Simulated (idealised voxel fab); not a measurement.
Process module name: voxel quadruple lines
Displayed cross-section: cut, width of 270 nm, square cells sized 5 nm.
For the purposes of this document, a cross-section shall be understood as a grid of square cells, specified as bands listed in top-to-bottom order, each band consisting of one or more rows of cells.
Heights first: top, then bottom, in nm. Then materials, left to right, each with a width in nm. "all across" on a single material: fills the band edge to edge. "blank": empty space.
For the purposes of this specification, 0 denotes the height below which the wafer in its as-received condition is composed wholly of one material, and the lowermost band, lacking a lower limit, extends downward without end, as expressed in "top 0, no bottom".
With a width like "30..40", each row of cells in the band differs from the next by the same amount, the top row carrying the first number and the bottom row the second.
What does "identical to before" mean for a step? It means no cell of the cross-section changed in that step.
"Sealed void inventory": empty spaces of 8 cells or more with no open way to the top, each given as width x height at distance, distance from the left edge, all in nm.
It should be noted that, on the line of a given step, the content following the step's settings is a remark produced by the simulator itself with respect to that step.
overlay nm: mask offset rightward from planned place, masked step; negative means leftward offset.

## Process steps foreseen in the plan
| 1 | RECEIVE (material Si) |
| 2 | CONFORMAL_DEP (material SiO2; thk nm 5) |
| 3 | DIRECTIONAL_DEP (material W; thk nm 15) |
| 4 | DIRECTIONAL_DEP (material polySi; thk nm 15) |
| 5 | DIRECTIONAL_DEP (material aC; thk nm 25) |
| 6 | PATTERN (tone cover; mask id MANDREL; material resist; width nm 30; pitch nm 80; thk nm 35; overlay nm 0) |
| 7 | DIRECTIONAL_ETCH (etch materials aC; depth nm 25) |
| 8 | STRIP (etch materials resist) |
| 9 | CONFORMAL_DEP (material SiO2; thk nm 10) |
| 10 | DIRECTIONAL_ETCH (etch materials SiO2; depth nm 10) |
| 11 | STRIP (etch materials aC) |
| 12 | DIRECTIONAL_ETCH (etch materials polySi; depth nm 15) |
| 13 | STRIP (etch materials SiO2) |
| 14 | CONFORMAL_DEP (material SiCN; thk nm 10) |
| 15 | DIRECTIONAL_ETCH (etch materials SiCN; depth nm 10) |
| 16 | STRIP (etch materials polySi) |
| 17 | DIRECTIONAL_ETCH (etch materials W; depth nm 15) |
| 18 | STRIP (etch materials SiCN) |

## Cross-section of the incoming wafer, state after step 1
    top 0, no bottom = Si all across
    Sealed void inventory: none

## Sectioned view, first of two wafers, at the close of the module, processed as intended in the plan
    top 20, bottom 5 = blank=60  W=10  blank=10  W=10  blank=10  W=10  blank=10  W=10  blank=10  W=10  blank=10  W=10  blank=10  W=10  blank=10  W=10  blank=60
    top 5, bottom 0 = SiO2 all across
    top 0, no bottom = Si all across
    Sealed void inventory: none

## Cross-sectional view: second of two wafers, end of module; start and plan identical to the first, one mistake in running
    top 45, bottom 20 = aC all across
    top 20, bottom 5 = W all across
    top 5, bottom 0 = SiO2 all across
    top 0, no bottom = Si all across
    Sealed void inventory: none
Heads up, the wafer didn't run the way we planned it: mixed up steps 4 and 5 - ran each in the other's place
At the finish, the second wafer shows more or fewer cells for some materials than the first does: W: 114 more; aC: 270 more
